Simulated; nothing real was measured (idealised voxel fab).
process module | voxel wiring stack
cross-section cut | 195 nm wide | cells 5 nm
A cross-section is a grid of square cells, given in bands from the top down. A band is one or more rows of cells.
Each band's line starts with the height of the band's top and of its bottom, in nm. Then come its materials from left to right, each with its width in nm. One material with "throughout" fills the band from edge to edge. "air" is empty space.
Height 0 is the level under which the wafer as received is all one material. The lowest band goes on downwards, as in "0 down".
A width such as "30 to 40" changes by the same amount from each row of cells to the next, from the band's top row to its bottom row.
"no change" after a step means that no cell of the cross-section changed.
closed voids: empty space of 8 cells or more with no open way to the top, each as width x height at its distance from the left edge, in nm
after a step's settings: what the simulator itself notes on the step
overlay nm, on a step with a mask: how far to the right of its planned place the mask lay; to the left if negative
plan
1 op RECEIVE | material Si
2 op CONFORMAL_DEP | material SiO2 | thk nm 15
3 op CONFORMAL_DEP | material SiCN | thk nm 5
4 op DIRECTIONAL_DEP | material SiO2 | thk nm 20
5 op MASKED_ETCH | tone open | mask id METAL_1 | width nm 30 | pitch nm 45 | etch materials SiO2 | depth nm 20 | overlay nm 0
6 op MASKED_ETCH | tone open | mask id METAL_1 | width nm 30 | pitch nm 45 | etch materials SiCN | depth nm 5 | overlay nm 0
7 op CONFORMAL_DEP | material TiN | thk nm 5
8 op FILL_DEP | material W | thk nm 10
9 op CMP | height nm 40
10 op CONFORMAL_DEP | material SiCN | thk nm 5
11 op DIRECTIONAL_DEP | material SiO2 | thk nm 15
12 op MASKED_ETCH | tone open | mask id PLUG_1 | width nm 15 | pitch nm 45 | etch materials SiO2 | depth nm 15 | overlay nm 0
13 op MASKED_ETCH | tone open | mask id PLUG_1 | width nm 15 | pitch nm 45 | etch materials SiCN | depth nm 5 | overlay nm 0
14 op CONFORMAL_DEP | material TiN | thk nm 5
15 op FILL_DEP | material Cu | thk nm 10
16 op CMP | height nm 60
17 op CONFORMAL_DEP | material SiCN | thk nm 5
18 op DIRECTIONAL_DEP | material lowk | thk nm 25
19 op DIRECTIONAL_DEP | material aC | thk nm 10
20 op PATTERN | tone open | mask id METAL_2 | material resist | width nm 30 | pitch nm 45 | thk nm 30 | overlay nm 0
21 op DIRECTIONAL_ETCH | etch materials aC | depth nm 10
22 op STRIP | etch materials resist
23 op DIRECTIONAL_ETCH | etch materials lowk | depth nm 25
24 op DIRECTIONAL_ETCH | etch materials SiCN | depth nm 5
25 op STRIP | etch materials aC
26 op CONFORMAL_DEP | material TiN | thk nm 5
27 op FILL_DEP | material Ru | thk nm 10
28 op CMP | height nm 90
29 op CONFORMAL_DEP | material SiCN | thk nm 5
varied across the wafers: thk nm of step 7. The plan shows the first wafer's value. All wafers start alike
first wafer as received, after step 1
  0 down: Si throughout
  closed voids: none
each wafer at the end: cells of each material gained (+) or lost (-) since it was received, then its closed voids
thk nm 5 | +6 Cu | +40 Ru | +126 SiCN | +324 SiO2 | +78 TiN | +32 W | +135 lowk | closed voids: none
thk nm 10 | +6 Cu | +40 Ru | +126 SiCN | +324 SiO2 | +98 TiN | +12 W | +135 lowk | closed voids: none
thk nm 15 | +6 Cu | +40 Ru | +126 SiCN | +324 SiO2 | +110 TiN | +135 lowk | closed voids: none
thk nm 20 | +6 Cu | +40 Ru | +126 SiCN | +324 SiO2 | +110 TiN | +135 lowk | closed voids: none
